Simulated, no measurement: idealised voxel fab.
Documented hereafter: the process module known as voxel wiring stack.
Cross-section cut: width 285 nm, square cells of 5 nm.
Each cross-section below is a grid of square cells, stated as bands in top-down order, with one or more rows of cells making up each band.
Read a band's entry like this: the first values are the height of its top and the height of its bottom in nm, and what follows is the sequence of materials from left to right, each with its width in nm. Note that "empty" is empty space, and that a single material marked "edge to edge" reaches across the band from edge to edge.
The level at which height equals 0 is the one under which the wafer, as it arrives, is entirely one material. No lower edge exists for the bottom band, which continues downward and is notated as in "top 0, no bottom".
A two-number width, for instance "30 to 40", indicates that the width is equal to the first number in the top row of the band and to the second number in the bottom row, and that it changes by a constant amount per row of cells.
Step note "nothing different" = no cross-section cell changed.
The list in "Enclosed empty spaces" covers empty spaces of 8 cells or more that cannot reach the top through any open way, and it gives each as width x height at distance; the distance is from the left edge, and width, height and distance are in nm.
Read whatever lies past the settings on a step's line as the simulator's own remark about the step.
A step's line can hold "overlay nm"; with a mask on that step, the setting says how far right of the planned place the mask lay, while a negative setting says it lay to the left.
## Steps in the process plan
step 1: RECEIVE, material Si
step 2: CONFORMAL_DEP, material SiO2, thk nm 15
step 3: CONFORMAL_DEP, material SiCN, thk nm 5
step 4: DIRECTIONAL_DEP, material lowk, thk nm 25
step 5: MASKED_ETCH, tone open, mask id METAL_1, width nm 25, pitch nm 50, etch materials lowk, depth nm 25, overlay nm 0
step 6: MASKED_ETCH, tone open, mask id METAL_1, width nm 25, pitch nm 50, etch materials SiCN, depth nm 5, overlay nm 0
step 7: CONFORMAL_DEP, material TiN, thk nm 5
step 8: FILL_DEP, material Cu, thk nm 10
step 9: CMP, height nm 45
step 10: CONFORMAL_DEP, material SiCN, thk nm 5
step 11: DIRECTIONAL_DEP, material lowk, thk nm 15
step 12: DIRECTIONAL_DEP, material aC, thk nm 10
step 13: PATTERN, tone open, mask id PLUG_1, material resist, width nm 15, pitch nm 50, thk nm 25, overlay nm 0
step 14: DIRECTIONAL_ETCH, etch materials aC, depth nm 10
step 15: STRIP, etch materials resist
step 16: DIRECTIONAL_ETCH, etch materials lowk, depth nm 15
step 17: DIRECTIONAL_ETCH, etch materials SiCN, depth nm 5
step 18: STRIP, etch materials aC
step 19: CONFORMAL_DEP, material TiN, thk nm 5
step 20: FILL_DEP, material Cu, thk nm 5
step 21: CMP, height nm 65
step 22: CONFORMAL_DEP, material SiCN, thk nm 5
step 23: DIRECTIONAL_DEP, material SiO2, thk nm 25
step 24: DIRECTIONAL_DEP, material aC, thk nm 5
step 25: PATTERN, tone open, mask id METAL_2, material resist, width nm 25, pitch nm 50, thk nm 30, overlay nm 0
step 26: DIRECTIONAL_ETCH, etch materials aC, depth nm 15
step 27: STRIP, etch materials resist
step 28: DIRECTIONAL_ETCH, etch materials SiO2, depth nm 25
step 29: DIRECTIONAL_ETCH, etch materials SiCN, depth nm 5
step 30: STRIP, etch materials aC
step 31: CONFORMAL_DEP, material TiN, thk nm 5
step 32: FILL_DEP, material Cu, thk nm 10
step 33: CMP, height nm 95
step 34: EPI, material Ru, thk nm 5
step 35: FILL_DEP, material SiCN, thk nm 5
step 36: DIRECTIONAL_DEP, material SiO2, thk nm 30
step 37: MASKED_ETCH, tone open, mask id METAL_3_HOLES, width nm 15, pitch nm 50, etch materials SiO2, depth nm 30, overlay nm 0
step 38: DIRECTIONAL_DEP, material aC, thk nm 15
step 39: PATTERN, tone open, mask id METAL_3, material resist, width nm 25, pitch nm 50, thk nm 30, overlay nm 0
step 40: DIRECTIONAL_ETCH, etch materials aC, depth nm 15
step 41: STRIP, etch materials resist
step 42: DIRECTIONAL_ETCH, etch materials SiO2, depth nm 20
step 43: DIRECTIONAL_ETCH, etch materials SiCN, depth nm 5
step 44: STRIP, etch materials aC
step 45: CONFORMAL_DEP, material TiN, thk nm 5
step 46: FILL_DEP, material Cu, thk nm 10
step 47: CMP, height nm 135
step 48: CONFORMAL_DEP, material SiCN, thk nm 5
The plan shows the thk nm of step 24 as the first wafer had it; this setting differs between the wafers, which start out alike.
## After step 1, as received: first of several wafers, cross-section
  top 0, no bottom: Si edge to edge
  Enclosed empty spaces: none
## Quick look at the cross-section of the first of several wafers after step 48, which wraps up the module
  top 140, bottom 135: SiCN edge to edge
  top 135, bottom 120: SiO2 (55), then TiN (5), then Cu (15), then TiN (5), then SiO2 (25), then TiN (5), then Cu (15), then TiN (5), then SiO2 (25), then TiN (5), then Cu (15), then TiN (5), then SiO2 (25), then TiN (5), then Cu (15), then TiN (5), then SiO2 (55)
  top 120, bottom 115: SiO2 (55), then TiN (5), then Cu (5), then TiN (15), then SiO2 (25), then TiN (5), then Cu (5), then TiN (15), then SiO2 (25), then TiN (5), then Cu (5), then TiN (15), then SiO2 (25), then TiN (5), then Cu (5), then TiN (15), then SiO2 (55)
  top 115, bottom 105: SiO2 (55), then TiN (5), then Cu (5), then TiN (5), then SiO2 (35), then TiN (5), then Cu (5), then TiN (5), then SiO2 (35), then TiN (5), then Cu (5), then TiN (5), then SiO2 (35), then TiN (5), then Cu (5), then TiN (5), then SiO2 (65)
  top 105, bottom 100: SiCN (55), then TiN (15), then SiCN (35), then TiN (15), then SiCN (35), then TiN (15), then SiCN (35), then TiN (15), then SiCN (65)
  top 100, bottom 95: SiCN (50), then Ru (35), then SiCN (15), then Ru (35), then SiCN (15), then Ru (35), then SiCN (15), then Ru (35), then SiCN (50)
  top 95, bottom 70: SiO2 (55), then TiN (5), then Cu (15), then TiN (5), then SiO2 (25), then TiN (5), then Cu (15), then TiN (5), then SiO2 (25), then TiN (5), then Cu (15), then TiN (5), then SiO2 (25), then TiN (5), then Cu (15), then TiN (5), then SiO2 (55)
  top 70, bottom 65: SiCN (55), then TiN (25), then SiCN (25), then TiN (25), then SiCN (25), then TiN (25), then SiCN (25), then TiN (25), then SiCN (55)
  top 65, bottom 50: lowk (55), then TiN (5), then Cu (5), then TiN (5), then lowk (35), then TiN (5), then Cu (5), then TiN (5), then lowk (35), then TiN (5), then Cu (5), then TiN (5), then lowk (35), then TiN (5), then Cu (5), then TiN (5), then lowk (65)
  top 50, bottom 45: SiCN (55), then TiN (15), then SiCN (35), then TiN (15), then SiCN (35), then TiN (15), then SiCN (35), then TiN (15), then SiCN (65)
  top 45, bottom 20: lowk (55), then TiN (5), then Cu (15), then TiN (5), then lowk (25), then TiN (5), then Cu (15), then TiN (5), then lowk (25), then TiN (5), then Cu (15), then TiN (5), then lowk (25), then TiN (5), then Cu (15), then TiN (5), then lowk (55)
  top 20, bottom 15: SiCN (55), then TiN (25), then SiCN (25), then TiN (25), then SiCN (25), then TiN (25), then SiCN (25), then TiN (25), then SiCN (55)
  top 15, bottom 0: SiO2 edge to edge
  top 0, no bottom: Si edge to edge
  Enclosed empty spaces: none
## The module's end: a cross-section of the last wafer
  top 140, bottom 135: SiCN edge to edge
  top 135, bottom 130: TiN (60), then Cu (15), then TiN (35), then Cu (15), then TiN (35), then Cu (15), then TiN (35), then Cu (15), then TiN (60)
  top 130, bottom 115: SiO2 (55), then TiN (5), then Cu (15), then TiN (5), then SiO2 (25), then TiN (5), then Cu (15), then TiN (5), then SiO2 (25), then TiN (5), then Cu (15), then TiN (5), then SiO2 (25), then TiN (5), then Cu (15), then TiN (5), then SiO2 (55)
  top 115, bottom 110: SiO2 (55), then TiN (5), then Cu (5), then TiN (15), then SiO2 (25), then TiN (5), then Cu (5), then TiN (15), then SiO2 (25), then TiN (5), then Cu (5), then TiN (15), then SiO2 (25), then TiN (5), then Cu (5), then TiN (15), then SiO2 (55)
  top 110, bottom 100: SiO2 (55), then TiN (5), then Cu (5), then TiN (5), then SiO2 (35), then TiN (5), then Cu (5), then TiN (5), then SiO2 (35), then TiN (5), then Cu (5), then TiN (5), then SiO2 (35), then TiN (5), then Cu (5), then TiN (5), then SiO2 (65)
  top 100, bottom 95: SiCN (55), then TiN (15), then SiCN (35), then TiN (15), then SiCN (35), then TiN (15), then SiCN (35), then TiN (15), then SiCN (65)
  top 95, bottom 70: SiO2 edge to edge
  top 70, bottom 65: SiCN edge to edge
  top 65, bottom 50: lowk (55), then TiN (5), then Cu (5), then TiN (5), then lowk (35), then TiN (5), then Cu (5), then TiN (5), then lowk (35), then TiN (5), then Cu (5), then TiN (5), then lowk (35), then TiN (5), then Cu (5), then TiN (5), then lowk (65)
  top 50, bottom 45: SiCN (55), then TiN (15), then SiCN (35), then TiN (15), then SiCN (35), then TiN (15), then SiCN (35), then TiN (15), then SiCN (65)
  top 45, bottom 20: lowk (55), then TiN (5), then Cu (15), then TiN (5), then lowk (25), then TiN (5), then Cu (15), then TiN (5), then lowk (25), then TiN (5), then Cu (15), then TiN (5), then lowk (25), then TiN (5), then Cu (15), then TiN (5), then lowk (55)
  top 20, bottom 15: SiCN (55), then TiN (25), then SiCN (25), then TiN (25), then SiCN (25), then TiN (25), then SiCN (25), then TiN (25), then SiCN (55)
  top 15, bottom 0: SiO2 edge to edge
  top 0, no bottom: Si edge to edge
  Enclosed empty spaces: none
## The rows of the table below are wafers. Looking at the end of the module, a row counts, for every material, the cells the wafer has gained, shown as (+), or lost, shown as (-), since it was received; its closed voids come next
thk nm 5, +180 Cu, +28 Ru, +250 SiCN, +594 SiO2, +224 TiN, +320 lowk, Enclosed empty spaces: none
thk nm 10, +180 Cu, +28 Ru, +250 SiCN, +594 SiO2, +224 TiN, +320 lowk, Enclosed empty spaces: none
thk nm 15, +180 Cu, +28 Ru, +250 SiCN, +594 SiO2, +224 TiN, +320 lowk, Enclosed empty spaces: none
thk nm 20, +132 Cu, +241 SiCN, +694 SiO2, +209 TiN, +320 lowk, Enclosed empty spaces: none
thk nm 25, +132 Cu, +241 SiCN, +694 SiO2, +209 TiN, +320 lowk, Enclosed empty spaces: none
thk nm 30, +132 Cu, +241 SiCN, +694 SiO2, +209 TiN, +320 lowk, Enclosed empty spaces: none
